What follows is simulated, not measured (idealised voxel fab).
The name of this process module is voxel gate over fins.
230 nm wide, 5 nm square cells: that's cross-section cut.
The cross-sections in this document take the form of a grid made of square cells. They are written out as bands, in order from top to bottom. Each band consists of one or more rows of cells. Top height, bottom height, nm. Materials left to right, width each, nm. Single material + "edge to edge" = fills band edge to edge. "empty" = empty. Basically, 0 is our baseline, since under it the wafer straight out of the box is all one material. The bottom band has no lower end and keeps on going down, so it looks like "z 0 and below". The expression "30->40" gives the width at the extremes of the band, the first number at its top row of cells and the second at its bottom row, with the width changing by equal amounts from each row to the next in between. "no alterations made" means the step left every cell of the cross-section as it was. Listed in "Encapsulated voids": every empty space of 8 or more cells without an open way to the top. Form: width x height at distance, the distance being from the left edge, all in nm. Past the settings on a step's line: simulator remark, on that step. If you see "overlay nm" on a step's line and that step has a mask, it's telling you how far right of where it was planned the mask ended up; a negative number means it went left instead.
PLAN
1. RECEIVE: material Si
2. CONFORMAL_DEP: material SiN, thk nm 10
3. MASKED_ETCH: tone cover, mask id FINS, width nm 15, pitch nm 50, etch materials SiN, depth nm 10, overlay nm 0
4. MASKED_ETCH: tone cover, mask id FINS, width nm 15, pitch nm 50, etch materials Si, depth nm 35, overlay nm 0
5. FILL_DEP: material SiO2, thk nm 5
6. CMP: height nm 10
7. MASKED_ETCH: tone open, mask id RAIL, width nm 15, etch materials SiO2, depth nm 40, overlay nm 0
8. CONFORMAL_DEP: material TiN, thk nm 5
9. FILL_DEP: material Ru, thk nm 10
10. CMP: height nm 10
11. SELECTIVE_ETCH: etch materials W Ru TiN, depth nm 35
12. FILL_DEP: material SiO2, thk nm 5
13. CMP: height nm 10
14. SELECTIVE_ETCH: etch materials SiO2, depth nm 25
15. STRIP: etch materials SiN
16. CONFORMAL_DEP: material HfO2, thk nm 5
17. CONFORMAL_DEP: material TiN, thk nm 5
18. CONFORMAL_DEP: material TiAl, thk nm 5
19. CONFORMAL_DEP: material TiN, thk nm 5
20. FILL_DEP: material W, thk nm 10
21. CMP: height nm 25
22. CONFORMAL_DEP: material SiCN, thk nm 5
CROSS-SECTION, INCOMING MATERIAL, AFTER STEP 1
  z 0 and below | Si edge to edge
  Encapsulated voids: none
END-OF-MODULE CROSS-SECTION OF THE FIRST OF TWO WAFERS, PROCESSED AS PLANNED
  z 30 to 25 | SiCN edge to edge
  z 25 to 20 | W edge to edge
  z 20 to 15 | W 60, then TiN 105, then W 65
  z 15 to 10 | W 60, then TiN 5, then TiAl 45, then TiN 5, then TiAl 45, then TiN 5, then W 65
  z 10 to 5 | W 60, then TiN 5, then TiAl 5, then TiN 35, then TiAl 5, then TiN 5, then TiAl 5, then TiN 35, then TiAl 5, then TiN 5, then W 65
  z 5 to 0 | TiN 65, then TiAl 5, then TiN 5, then HfO2 25, then TiN 5, then TiAl 5, then TiN 5, then TiAl 5, then TiN 5, then HfO2 25, then TiN 5, then TiAl 5, then TiN 70
  z 0 to -5 | TiAl 70, then TiN 5, then HfO2 5, then Si 15, then HfO2 5, then TiN 5, then TiAl 15, then TiN 5, then HfO2 5, then Si 15, then HfO2 5, then TiN 5, then TiAl 75
  z -5 to -10 | TiN 75, then HfO2 5, then Si 15, then HfO2 5, then TiN 25, then HfO2 5, then Si 15, then HfO2 5, then TiN 80
  z -10 to -15 | HfO2 80, then Si 15, then HfO2 35, then Si 15, then HfO2 85
  z -15 to -25 | SiO2 80, then Si 15, then SiO2 35, then Si 15, then SiO2 85
  z -25 to -30 | SiO2 80, then Si 15, then SiO2 10, then TiN 15, then SiO2 10, then Si 15, then SiO2 85
  z -30 to -35 | SiO2 80, then Si 15, then SiO2 35, then Si 15, then SiO2 85
  z -35 and below | Si edge to edge
  Encapsulated voids: none
CROSS-SECTIONAL IMAGE OF THE SECOND WAFER OF THE TWO FOLLOWING COMPLETION OF THE MODULE. STARTING STATE AND PROCESS PLAN WERE THE SAME AS FOR THE FIRST WAFER; ONE EXECUTION ERROR OCCURRED
  z 30 to 25 | SiCN edge to edge
  z 25 to 20 | W edge to edge
  z 20 to 15 | W 60, then TiN 105, then W 65
  z 15 to 10 | W 60, then TiN 5, then TiAl 45, then TiN 5, then TiAl 45, then TiN 5, then W 65
  z 10 to 5 | W 60, then TiN 5, then TiAl 5, then TiN 35, then TiAl 5, then TiN 5, then TiAl 5, then TiN 35, then TiAl 5, then TiN 5, then W 65
  z 5 to 0 | TiN 65, then TiAl 5, then TiN 5, then HfO2 25, then TiN 5, then TiAl 5, then TiN 5, then TiAl 5, then TiN 5, then HfO2 25, then TiN 5, then TiAl 5, then TiN 70
  z 0 to -5 | TiAl 70, then TiN 5, then HfO2 5, then Si 15, then HfO2 5, then TiN 5, then TiAl 15, then TiN 5, then HfO2 5, then Si 15, then HfO2 5, then TiN 5, then TiAl 75
  z -5 to -10 | TiN 75, then HfO2 5, then Si 15, then HfO2 5, then TiN 25, then HfO2 5, then Si 15, then HfO2 5, then TiN 80
  z -10 to -15 | HfO2 80, then Si 15, then HfO2 35, then Si 15, then HfO2 85
  z -15 to -25 | SiO2 80, then Si 15, then SiO2 35, then Si 15, then SiO2 85
  z -25 to -30 | TiN 80, then Si 15, then TiN 10, then SiO2 15, then TiN 10, then Si 15, then TiN 85
  z -30 to -35 | SiO2 80, then Si 15, then SiO2 35, then Si 15, then SiO2 85
  z -35 and below | Si edge to edge
  Encapsulated voids: none
Plan not followed: note that step 7 departed from the planned setting and was carried out as MASKED_ETCH: tone cover, mask id RAIL, width nm 15, etch materials SiO2, depth nm 40, overlay nm 0
The closing comparison, in cells, has the second wafer with more or fewer of some materials than the first: SiO2 -34, TiN +34
